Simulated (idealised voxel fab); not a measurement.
The process module that follows is named voxel capacitor over wiring.
Square cell edge 5 nm, section width 145 nm, ID cut.
Cross-section spec: square-cell grid; bands listed top down; each band is one or more rows. Read a band's entry like this: the first values are the height of its top and the height of its bottom in nm, and what follows is the sequence of materials from left to right, each with its width in nm. Note that "empty" is empty space, and that a single material marked "all across" reaches across the band from edge to edge. Heights are reckoned from 0. Under this level, the received wafer is all of one material. The bottommost band is open-ended downward, for example "0 down". The two numbers in a width such as "30 to 40" mark its ends across the band: the first belongs to the top row of cells, the second to the bottom row, and from each row to the next the width moves by the same amount. The designation "no modification", where it is given for a processing step, indicates that no cell of the cross-section was altered in the course of that step. Any empty space of 8 cells or more lacking an open way to the top shows up in "Enclosed void listing" as width x height at distance, distance from the left edge, in nm. Text after the settings on a step's line: the simulator's own remark on that step. The setting "overlay nm" may be written on the line of a step. When the step uses a mask, the value reports how far to the right of the planned place the mask lay, and a negative value reports that it lay to the left.

Planned step list for the process:
1) RECEIVE, material Si
2) CONFORMAL_DEP, material SiO2, thk nm 10
3) CONFORMAL_DEP, material SiN, thk nm 5
4) DIRECTIONAL_DEP, material SiO2, thk nm 15
5) PATTERN, tone open, mask id METAL_1, material resist, width nm 20, pitch nm 75, thk nm 15, overlay nm 0
6) DIRECTIONAL_ETCH, etch materials SiO2, depth nm 15
7) DIRECTIONAL_ETCH, etch materials SiN, depth nm 5
8) STRIP, etch materials resist
9) CONFORMAL_DEP, material TiN, thk nm 5
10) FILL_DEP, material Cu, thk nm 5
11) CMP, height nm 30
12) CONFORMAL_DEP, material SiCN, thk nm 5
13) DIRECTIONAL_DEP, material SiO2, thk nm 20
14) PATTERN, tone open, mask id PLUG_1, material resist, width nm 15, thk nm 15, overlay nm 0
15) DIRECTIONAL_ETCH, etch materials SiO2, depth nm 20
16) DIRECTIONAL_ETCH, etch materials SiCN, depth nm 5
17) STRIP, etch materials resist
18) CONFORMAL_DEP, material TiN, thk nm 5
19) FILL_DEP, material Cu, thk nm 10
20) CMP, height nm 55
21) DIRECTIONAL_DEP, material TiN, thk nm 5
22) DIRECTIONAL_DEP, material SiN, thk nm 5
23) DIRECTIONAL_DEP, material TiN, thk nm 5
24) PATTERN, tone cover, mask id UPPER_PLATE, material resist, width nm 60, thk nm 15, overlay nm 0
25) DIRECTIONAL_ETCH, etch materials TiN, depth nm 5
26) DIRECTIONAL_ETCH, etch materials SiN, depth nm 5
27) STRIP, etch materials resist
28) PATTERN, tone cover, mask id LOWER_PLATE, material resist, width nm 70, thk nm 20, overlay nm 0
29) DIRECTIONAL_ETCH, etch materials TiN, depth nm 5
30) STRIP, etch materials resist
31) FILL_DEP, material SiO2, thk nm 20
32) CMP, height nm 85
33) PATTERN, tone open, mask id PLUG_2, material resist, width nm 15, thk nm 15, overlay nm 0
34) DIRECTIONAL_ETCH, etch materials SiO2, depth nm 15
35) STRIP, etch materials resist
36) CONFORMAL_DEP, material TiN, thk nm 5
37) FILL_DEP, material Ru, thk nm 10
38) CMP, height nm 85
39) CONFORMAL_DEP, material SiN, thk nm 5

First of two wafers - as planned:

Wafer at receipt (post step 1), cross-section:
> 0 down: Si all across
> Enclosed void listing: none

Cross-section: wafer state after step 2:
> 10 to 0: SiO2 all across
> Under the height 0 nothing was changed.

Cross-section: wafer state after step 3:
> 15 to 10: SiN all across
> Under the height 10 nothing was changed.

Cross-section: wafer state after step 4:
> 30 to 15: SiO2 all across
> Under the height 15 nothing was changed.

Cross-section: wafer state after step 5:
> 45 to 30: resist 25 nm, then empty 20 nm, then resist 55 nm, then empty 20 nm, then resist 25 nm
> Under the height 30 nothing was changed.

Cross-section: wafer state after step 6:
> 45 to 30: resist 25 nm, then empty 20 nm, then resist 55 nm, then empty 20 nm, then resist 25 nm
> 30 to 15: SiO2 25 nm, then empty 20 nm, then SiO2 55 nm, then empty 20 nm, then SiO2 25 nm
> Under the height 15 nothing was changed.

Cross-section: wafer state after step 7:
> 45 to 30: resist 25 nm, then empty 20 nm, then resist 55 nm, then empty 20 nm, then resist 25 nm
> 30 to 15: SiO2 25 nm, then empty 20 nm, then SiO2 55 nm, then empty 20 nm, then SiO2 25 nm
> 15 to 10: SiN 25 nm, then empty 20 nm, then SiN 55 nm, then empty 20 nm, then SiN 25 nm
> Under the height 10 nothing was changed.

Cross-section: wafer state after step 8:
> 30 to 15: SiO2 25 nm, then empty 20 nm, then SiO2 55 nm, then empty 20 nm, then SiO2 25 nm
> Under the height 15 nothing was changed.

Cross-section: wafer state after step 9:
> 35 to 30: TiN 30 nm, then empty 10 nm, then TiN 65 nm, then empty 10 nm, then TiN 30 nm
> 30 to 15: SiO2 25 nm, then TiN 5 nm, then empty 10 nm, then TiN 5 nm, then SiO2 55 nm, then TiN 5 nm, then empty 10 nm, then TiN 5 nm, then SiO2 25 nm
> 15 to 10: SiN 25 nm, then TiN 20 nm, then SiN 55 nm, then TiN 20 nm, then SiN 25 nm
> Under the height 10 nothing was changed.

Cross-section: wafer state after step 10:
> 40 to 35: Cu all across
> 35 to 30: TiN 30 nm, then Cu 10 nm, then TiN 65 nm, then Cu 10 nm, then TiN 30 nm
> 30 to 15: SiO2 25 nm, then TiN 5 nm, then Cu 10 nm, then TiN 5 nm, then SiO2 55 nm, then TiN 5 nm, then Cu 10 nm, then TiN 5 nm, then SiO2 25 nm
> Under the height 15 nothing was changed.

Cross-section: wafer state after step 11:
> 30 to 15: SiO2 25 nm, then TiN 5 nm, then Cu 10 nm, then TiN 5 nm, then SiO2 55 nm, then TiN 5 nm, then Cu 10 nm, then TiN 5 nm, then SiO2 25 nm
> Under the height 15 nothing was changed.

Cross-section: wafer state after step 12:
> 35 to 30: SiCN all across
> Under the height 30 nothing was changed.

Cross-section: wafer state after step 13:
> 55 to 35: SiO2 all across
> Under the height 35 nothing was changed.

Cross-section: wafer state after step 14:
> 70 to 55: resist 30 nm, then empty 15 nm, then resist 100 nm
> Under the height 55 nothing was changed.

Cross-section: wafer state after step 15:
> 70 to 55: resist 30 nm, then empty 15 nm, then resist 100 nm
> 55 to 35: SiO2 30 nm, then empty 15 nm, then SiO2 100 nm
> Under the height 35 nothing was changed.

Cross-section: wafer state after step 16:
> 70 to 55: resist 30 nm, then empty 15 nm, then resist 100 nm
> 55 to 35: SiO2 30 nm, then empty 15 nm, then SiO2 100 nm
> 35 to 30: SiCN 30 nm, then empty 15 nm, then SiCN 100 nm
> Under the height 30 nothing was changed.

Cross-section: wafer state after step 17:
> 55 to 35: SiO2 30 nm, then empty 15 nm, then SiO2 100 nm
> Under the height 35 nothing was changed.

Cross-section: wafer state after step 18:
> 60 to 55: TiN 35 nm, then empty 5 nm, then TiN 105 nm
> 55 to 35: SiO2 30 nm, then TiN 5 nm, then empty 5 nm, then TiN 5 nm, then SiO2 100 nm
> 35 to 30: SiCN 30 nm, then TiN 15 nm, then SiCN 100 nm
> Under the height 30 nothing was changed.

Cross-section: wafer state after step 19:
> 70 to 60: Cu all across
> 60 to 55: TiN 35 nm, then Cu 5 nm, then TiN 105 nm
> 55 to 35: SiO2 30 nm, then TiN 5 nm, then Cu 5 nm, then TiN 5 nm, then SiO2 100 nm
> Under the height 35 nothing was changed.

Cross-section: wafer state after step 20:
> 55 to 35: SiO2 30 nm, then TiN 5 nm, then Cu 5 nm, then TiN 5 nm, then SiO2 100 nm
> Under the height 35 nothing was changed.

Cross-section: wafer state after step 21:
> 60 to 55: TiN all across
> Under the height 55 nothing was changed.

Cross-section: wafer state after step 22:
> 65 to 60: SiN all across
> Under the height 60 nothing was changed.

Cross-section: wafer state after step 23:
> 70 to 65: TiN all across
> Under the height 65 nothing was changed.

Cross-section: wafer state after step 24:
> 85 to 70: empty 30 nm, then resist 60 nm, then empty 55 nm
> Under the height 70 nothing was changed.

Cross-section: wafer state after step 25:
> 85 to 70: empty 30 nm, then resist 60 nm, then empty 55 nm
> 70 to 65: empty 30 nm, then TiN 60 nm, then empty 55 nm
> Under the height 65 nothing was changed.

Cross-section: wafer state after step 26:
> 85 to 70: empty 30 nm, then resist 60 nm, then empty 55 nm
> 70 to 65: empty 30 nm, then TiN 60 nm, then empty 55 nm
> 65 to 60: empty 30 nm, then SiN 60 nm, then empty 55 nm
> Under the height 60 nothing was changed.

Cross-section: wafer state after step 27:
> 70 to 65: empty 30 nm, then TiN 60 nm, then empty 55 nm
> Under the height 65 nothing was changed.

Cross-section: wafer state after step 28:
> 90 to 70: empty 25 nm, then resist 70 nm, then empty 50 nm
> 70 to 65: empty 25 nm, then resist 5 nm, then TiN 60 nm, then resist 5 nm, then empty 50 nm
> 65 to 60: empty 25 nm, then resist 5 nm, then SiN 60 nm, then resist 5 nm, then empty 50 nm
> Under the height 60 nothing was changed.

Cross-section: wafer state after step 29:
> 90 to 70: empty 25 nm, then resist 70 nm, then empty 50 nm
> 70 to 65: empty 25 nm, then resist 5 nm, then TiN 60 nm, then resist 5 nm, then empty 50 nm
> 65 to 60: empty 25 nm, then resist 5 nm, then SiN 60 nm, then resist 5 nm, then empty 50 nm
> 60 to 55: empty 25 nm, then TiN 70 nm, then empty 50 nm
> Under the height 55 nothing was changed.

Cross-section: wafer state after step 30:
> 70 to 65: empty 30 nm, then TiN 60 nm, then empty 55 nm
> 65 to 60: empty 30 nm, then SiN 60 nm, then empty 55 nm
> Under the height 60 nothing was changed.

Cross-section: wafer state after step 31:
> 90 to 70: SiO2 all across
> 70 to 65: SiO2 30 nm, then TiN 60 nm, then SiO2 55 nm
> 65 to 60: SiO2 30 nm, then SiN 60 nm, then SiO2 55 nm
> 60 to 55: SiO2 25 nm, then TiN 70 nm, then SiO2 50 nm
> Under the height 55 nothing was changed.

Cross-section: wafer state after step 32:
> 85 to 70: SiO2 all across
> Under the height 70 nothing was changed.

Cross-section: wafer state after step 33:
> 100 to 85: resist 40 nm, then empty 15 nm, then resist 90 nm
> Under the height 85 nothing was changed.

Cross-section: wafer state after step 34:
> 100 to 85: resist 40 nm, then empty 15 nm, then resist 90 nm
> 85 to 70: SiO2 40 nm, then empty 15 nm, then SiO2 90 nm
> Under the height 70 nothing was changed.

Cross-section: wafer state after step 35:
> 85 to 70: SiO2 40 nm, then empty 15 nm, then SiO2 90 nm
> Under the height 70 nothing was changed.

Cross-section: wafer state after step 36:
> 90 to 85: TiN 45 nm, then empty 5 nm, then TiN 95 nm
> 85 to 75: SiO2 40 nm, then TiN 5 nm, then empty 5 nm, then TiN 5 nm, then SiO2 90 nm
> 75 to 65: SiO2 40 to 30 nm, then TiN 15 to 60 nm, then SiO2 90 to 55 nm
> Under the height 65 nothing was changed.

Cross-section: wafer state after step 37:
> 100 to 90: Ru all across
> 90 to 85: TiN 45 nm, then Ru 5 nm, then TiN 95 nm
> 85 to 75: SiO2 40 nm, then TiN 5 nm, then Ru 5 nm, then TiN 5 nm, then SiO2 90 nm
> Under the height 75 nothing was changed.

Cross-section: wafer state after step 38:
> 85 to 75: SiO2 40 nm, then TiN 5 nm, then Ru 5 nm, then TiN 5 nm, then SiO2 90 nm
> Under the height 75 nothing was changed.

Cross-section: wafer state after step 39:
> 90 to 85: SiN all across
> Under the height 85 nothing was changed.

Here the second wafer is described. Its start and its plan were those of the first wafer. Its run contained one mistake. Up to and including step 11, it did exactly what the first wafer did:

Cross-section, second wafer, at the end time the plan gives for step 12:
> 50 to 30: SiO2 all across
> Under the height 30 nothing was changed.

Cross-section, second wafer, at the end time the plan gives for step 13:
> 55 to 50: SiCN all across
> Under the height 50 nothing was changed.

Cross-section, second wafer, at the end time the plan gives for step 14:
> 70 to 55: resist 30 nm, then empty 15 nm, then resist 100 nm
> Under the height 55 nothing was changed.

Cross-section, second wafer, at the end time the plan gives for step 15: no modification

Cross-section, second wafer, at the end time the plan gives for step 16:
> 70 to 55: resist 30 nm, then empty 15 nm, then resist 100 nm
> 55 to 50: SiCN 30 nm, then empty 15 nm, then SiCN 100 nm
> Under the height 50 nothing was changed.

Cross-section, second wafer, at the end time the plan gives for step 17:
> 55 to 50: SiCN 30 nm, then empty 15 nm, then SiCN 100 nm
> Under the height 50 nothing was changed.

Cross-section, second wafer, at the end time the plan gives for step 18:
> 60 to 55: TiN 35 nm, then empty 5 nm, then TiN 105 nm
> 55 to 50: SiCN 30 nm, then TiN 15 nm, then SiCN 100 nm
> Under the height 50 nothing was changed.

Cross-section, second wafer, at the end time the plan gives for step 19:
> 70 to 60: Cu all across
> 60 to 55: TiN 35 nm, then Cu 5 nm, then TiN 105 nm
> Under the height 55 nothing was changed.

Cross-section, second wafer, at the end time the plan gives for step 20:
> 55 to 50: SiCN 30 nm, then TiN 15 nm, then SiCN 100 nm
> Under the height 50 nothing was changed.

Cross-section, second wafer, at the end time the plan gives for step 21:
> 60 to 55: TiN all across
> Under the height 55 nothing was changed.

Cross-section, second wafer, at the end time the plan gives for step 22:
> 65 to 60: SiN all across
> Under the height 60 nothing was changed.

Cross-section, second wafer, at the end time the plan gives for step 23:
> 70 to 65: TiN all across
> Under the height 65 nothing was changed.

Cross-section, second wafer, at the end time the plan gives for step 24:
> 85 to 70: empty 30 nm, then resist 60 nm, then empty 55 nm
> Under the height 70 nothing was changed.

Cross-section, second wafer, at the end time the plan gives for step 25:
> 85 to 70: empty 30 nm, then resist 60 nm, then empty 55 nm
> 70 to 65: empty 30 nm, then TiN 60 nm, then empty 55 nm
> Under the height 65 nothing was changed.

Cross-section, second wafer, at the end time the plan gives for step 26:
> 85 to 70: empty 30 nm, then resist 60 nm, then empty 55 nm
> 70 to 65: empty 30 nm, then TiN 60 nm, then empty 55 nm
> 65 to 60: empty 30 nm, then SiN 60 nm, then empty 55 nm
> Under the height 60 nothing was changed.

Cross-section, second wafer, at the end time the plan gives for step 27:
> 70 to 65: empty 30 nm, then TiN 60 nm, then empty 55 nm
> Under the height 65 nothing was changed.

Cross-section, second wafer, at the end time the plan gives for step 28:
> 90 to 70: empty 25 nm, then resist 70 nm, then empty 50 nm
> 70 to 65: empty 25 nm, then resist 5 nm, then TiN 60 nm, then resist 5 nm, then empty 50 nm
> 65 to 60: empty 25 nm, then resist 5 nm, then SiN 60 nm, then resist 5 nm, then empty 50 nm
> Under the height 60 nothing was changed.

Cross-section, second wafer, at the end time the plan gives for step 29:
> 90 to 70: empty 25 nm, then resist 70 nm, then empty 50 nm
> 70 to 65: empty 25 nm, then resist 5 nm, then TiN 60 nm, then resist 5 nm, then empty 50 nm
> 65 to 60: empty 25 nm, then resist 5 nm, then SiN 60 nm, then resist 5 nm, then empty 50 nm
> 60 to 55: empty 25 nm, then TiN 70 nm, then empty 50 nm
> Under the height 55 nothing was changed.

Cross-section, second wafer, at the end time the plan gives for step 30:
> 70 to 65: empty 30 nm, then TiN 60 nm, then empty 55 nm
> 65 to 60: empty 30 nm, then SiN 60 nm, then empty 55 nm
> Under the height 60 nothing was changed.

Cross-section, second wafer, at the end time the plan gives for step 31:
> 90 to 70: SiO2 all across
> 70 to 65: SiO2 30 nm, then TiN 60 nm, then SiO2 55 nm
> 65 to 60: SiO2 30 nm, then SiN 60 nm, then SiO2 55 nm
> 60 to 55: SiO2 25 nm, then TiN 70 nm, then SiO2 50 nm
> Under the height 55 nothing was changed.

Cross-section, second wafer, at the end time the plan gives for step 32:
> 85 to 70: SiO2 all across
> Under the height 70 nothing was changed.

Cross-section, second wafer, at the end time the plan gives for step 33:
> 100 to 85: resist 40 nm, then empty 15 nm, then resist 90 nm
> Under the height 85 nothing was changed.

Cross-section, second wafer, at the end time the plan gives for step 34:
> 100 to 85: resist 40 nm, then empty 15 nm, then resist 90 nm
> 85 to 70: SiO2 40 nm, then empty 15 nm, then SiO2 90 nm
> Under the height 70 nothing was changed.

Cross-section, second wafer, at the end time the plan gives for step 35:
> 85 to 70: SiO2 40 nm, then empty 15 nm, then SiO2 90 nm
> Under the height 70 nothing was changed.

Cross-section, second wafer, at the end time the plan gives for step 36:
> 90 to 85: TiN 45 nm, then empty 5 nm, then TiN 95 nm
> 85 to 75: SiO2 40 nm, then TiN 5 nm, then empty 5 nm, then TiN 5 nm, then SiO2 90 nm
> 75 to 65: SiO2 40 to 30 nm, then TiN 15 to 60 nm, then SiO2 90 to 55 nm
> Under the height 65 nothing was changed.

Cross-section, second wafer, at the end time the plan gives for step 37:
> 100 to 90: Ru all across
> 90 to 85: TiN 45 nm, then Ru 5 nm, then TiN 95 nm
> 85 to 75: SiO2 40 nm, then TiN 5 nm, then Ru 5 nm, then TiN 5 nm, then SiO2 90 nm
> Under the height 75 nothing was changed.

Cross-section, second wafer, at the end time the plan gives for step 38:
> 85 to 75: SiO2 40 nm, then TiN 5 nm, then Ru 5 nm, then TiN 5 nm, then SiO2 90 nm
> Under the height 75 nothing was changed.

Cross-section, second wafer, at the end time the plan gives for step 39:
> 90 to 85: SiN all across
> Under the height 85 nothing was changed.
what went wrong: mixed up steps 12 and 13 - ran each in the other's place
Bottom line after processing is that, in cells, the second wafer is up or down on some materials versus the first: Cu: 4 fewer; SiO2: 12 more; TiN: 8 fewer
